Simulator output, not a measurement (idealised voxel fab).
process module | voxel self aligned vias
cross-section cut | 275 nm wide | cells 5 nm
A cross-section is a grid of square cells, given in bands from the top down. A band is one or more rows of cells.
Each band's line starts with the height of the band's top and of its bottom, in nm. Then come its materials from left to right, each with its width in nm. One material with "throughout" fills the band from edge to edge. "air" is empty space.
Height 0 is the level under which the wafer as received is all one material. The lowest band goes on downwards, as in "0 down".
A width such as "30 to 40" changes by the same amount from each row of cells to the next, from the band's top row to its bottom row.
"no change" after a step means that no cell of the cross-section changed.
closed voids: empty space of 8 cells or more with no open way to the top, each as width x height at its distance from the left edge, in nm
after a step's settings: what the simulator itself notes on the step
overlay nm, on a step with a mask: how far to the right of its planned place the mask lay; to the left if negative
plan
1 op RECEIVE | material Si
2 op CONFORMAL_DEP | material SiO2 | thk nm 10
3 op CONFORMAL_DEP | material SiCN | thk nm 5
4 op DIRECTIONAL_DEP | material SiO2 | thk nm 20
5 op MASKED_ETCH | tone open | mask id LINES | width nm 20 | pitch nm 50 | etch materials SiO2 | depth nm 20 | overlay nm 0
6 op CONFORMAL_DEP | material TiN | thk nm 5
7 op FILL_DEP | material W | thk nm 10
8 op CMP | height nm 35
9 op SELECTIVE_ETCH | etch materials W Ru TiN | depth nm 10
10 op FILL_DEP | material SiN | thk nm 10
11 op CMP | height nm 35
12 op DIRECTIONAL_DEP | material SiO2 | thk nm 15
13 op PATTERN | tone open | mask id VIAS | material resist | width nm 30 | thk nm 15 | overlay nm 0
14 op DIRECTIONAL_ETCH | etch materials SiO2 | depth nm 15
15 op DIRECTIONAL_ETCH | etch materials SiN | depth nm 10
16 op STRIP | etch materials resist
17 op CONFORMAL_DEP | material TiN | thk nm 5
18 op FILL_DEP | material Ru | thk nm 5
19 op CMP | height nm 50
20 op CONFORMAL_DEP | material SiN | thk nm 5
first wafer, as planned
as received, after step 1
  0 down: Si throughout
  closed voids: none
after step 2
  10 to 0: SiO2 throughout
  below 0: unchanged
after step 3
  15 to 10: SiCN throughout
  below 10: unchanged
after step 4
  35 to 15: SiO2 throughout
  below 15: unchanged
after step 5
  35 to 15: SiO2 100 | air 20 | SiO2 30 | air 20 | SiO2 105
  below 15: unchanged
after step 6
  40 to 35: TiN 105 | air 10 | TiN 40 | air 10 | TiN 110
  35 to 20: SiO2 100 | TiN 5 | air 10 | TiN 5 | SiO2 30 | TiN 5 | air 10 | TiN 5 | SiO2 105
  20 to 15: SiO2 100 | TiN 20 | SiO2 30 | TiN 20 | SiO2 105
  below 15: unchanged
after step 7
  50 to 40: W throughout
  40 to 35: TiN 105 | W 10 | TiN 40 | W 10 | TiN 110
  35 to 20: SiO2 100 | TiN 5 | W 10 | TiN 5 | SiO2 30 | TiN 5 | W 10 | TiN 5 | SiO2 105
  below 20: unchanged
after step 8
  35 to 20: SiO2 100 | TiN 5 | W 10 | TiN 5 | SiO2 30 | TiN 5 | W 10 | TiN 5 | SiO2 105
  below 20: unchanged
after step 9
  35 to 25: SiO2 100 | air 20 | SiO2 30 | air 20 | SiO2 105
  below 25: unchanged
after step 10
  45 to 35: SiN throughout
  35 to 25: SiO2 100 | SiN 20 | SiO2 30 | SiN 20 | SiO2 105
  below 25: unchanged
after step 11
  35 to 25: SiO2 100 | SiN 20 | SiO2 30 | SiN 20 | SiO2 105
  below 25: unchanged
after step 12
  50 to 35: SiO2 throughout
  below 35: unchanged
after step 13
  65 to 50: resist 95 | air 30 | resist 150
  below 50: unchanged
after step 14
  65 to 50: resist 95 | air 30 | resist 150
  50 to 35: SiO2 95 | air 30 | SiO2 150
  below 35: unchanged
after step 15
  65 to 50: resist 95 | air 30 | resist 150
  50 to 35: SiO2 95 | air 30 | SiO2 150
  35 to 25: SiO2 100 | air 20 | SiO2 30 | SiN 20 | SiO2 105
  below 25: unchanged
after step 16
  50 to 35: SiO2 95 | air 30 | SiO2 150
  below 35: unchanged
after step 17
  55 to 50: TiN 100 | air 20 | TiN 155
  50 to 40: SiO2 95 | TiN 5 | air 20 | TiN 5 | SiO2 150
  40 to 35: SiO2 95 | TiN 10 | air 10 | TiN 10 | SiO2 150
  35 to 30: SiO2 100 | TiN 5 | air 10 | TiN 5 | SiO2 30 | SiN 20 | SiO2 105
  30 to 25: SiO2 100 | TiN 20 | SiO2 30 | SiN 20 | SiO2 105
  below 25: unchanged
after step 18
  60 to 55: Ru throughout
  55 to 50: TiN 100 | Ru 20 | TiN 155
  50 to 40: SiO2 95 | TiN 5 | Ru 20 | TiN 5 | SiO2 150
  40 to 35: SiO2 95 | TiN 10 | Ru 10 | TiN 10 | SiO2 150
  35 to 30: SiO2 100 | TiN 5 | Ru 10 | TiN 5 | SiO2 30 | SiN 20 | SiO2 105
  below 30: unchanged
after step 19
  50 to 40: SiO2 95 | TiN 5 | Ru 20 | TiN 5 | SiO2 150
  below 40: unchanged
after step 20
  55 to 50: SiN throughout
  below 50: unchanged
second wafer: like start, like plan, one mistake. Through step 3 it matches the first wafer
when step 4 should have ended
  35 to 15: TiN throughout
  below 15: unchanged
when step 5 should have ended: no change
when step 6 should have ended
  40 to 15: TiN throughout
  below 15: unchanged
when step 7 should have ended
  50 to 40: W throughout
  below 40: unchanged
when step 8 should have ended
  35 to 15: TiN throughout
  below 15: unchanged
when step 9 should have ended
  25 to 15: TiN throughout
  below 15: unchanged
when step 10 should have ended
  35 to 25: SiN throughout
  below 25: unchanged
when step 11 should have ended: no change
when step 12 should have ended
  50 to 35: SiO2 throughout
  below 35: unchanged
when step 13 should have ended
  65 to 50: resist 95 | air 30 | resist 150
  below 50: unchanged
when step 14 should have ended
  65 to 50: resist 95 | air 30 | resist 150
  50 to 35: SiO2 95 | air 30 | SiO2 150
  below 35: unchanged
when step 15 should have ended
  65 to 50: resist 95 | air 30 | resist 150
  50 to 35: SiO2 95 | air 30 | SiO2 150
  35 to 25: SiN 95 | air 30 | SiN 150
  below 25: unchanged
when step 16 should have ended
  50 to 35: SiO2 95 | air 30 | SiO2 150
  below 35: unchanged
when step 17 should have ended
  55 to 50: TiN 100 | air 20 | TiN 155
  50 to 35: SiO2 95 | TiN 5 | air 20 | TiN 5 | SiO2 150
  35 to 30: SiN 95 | TiN 5 | air 20 | TiN 5 | SiN 150
  30 to 25: SiN 95 | TiN 30 | SiN 150
  below 25: unchanged
when step 18 should have ended
  60 to 55: Ru throughout
  55 to 50: TiN 100 | Ru 20 | TiN 155
  50 to 35: SiO2 95 | TiN 5 | Ru 20 | TiN 5 | SiO2 150
  35 to 30: SiN 95 | TiN 5 | Ru 20 | TiN 5 | SiN 150
  below 30: unchanged
when step 19 should have ended
  50 to 35: SiO2 95 | TiN 5 | Ru 20 | TiN 5 | SiO2 150
  below 35: unchanged
when step 20 should have ended
  55 to 50: SiN throughout
  below 50: unchanged
what went wrong: step 4 ran as: op DIRECTIONAL_DEP | material TiN | thk nm 20
at the end the second wafer has, in cells: 4 more of Ru | 90 more of SiN | 188 fewer of SiO2 | 98 more of TiN | 4 fewer of W
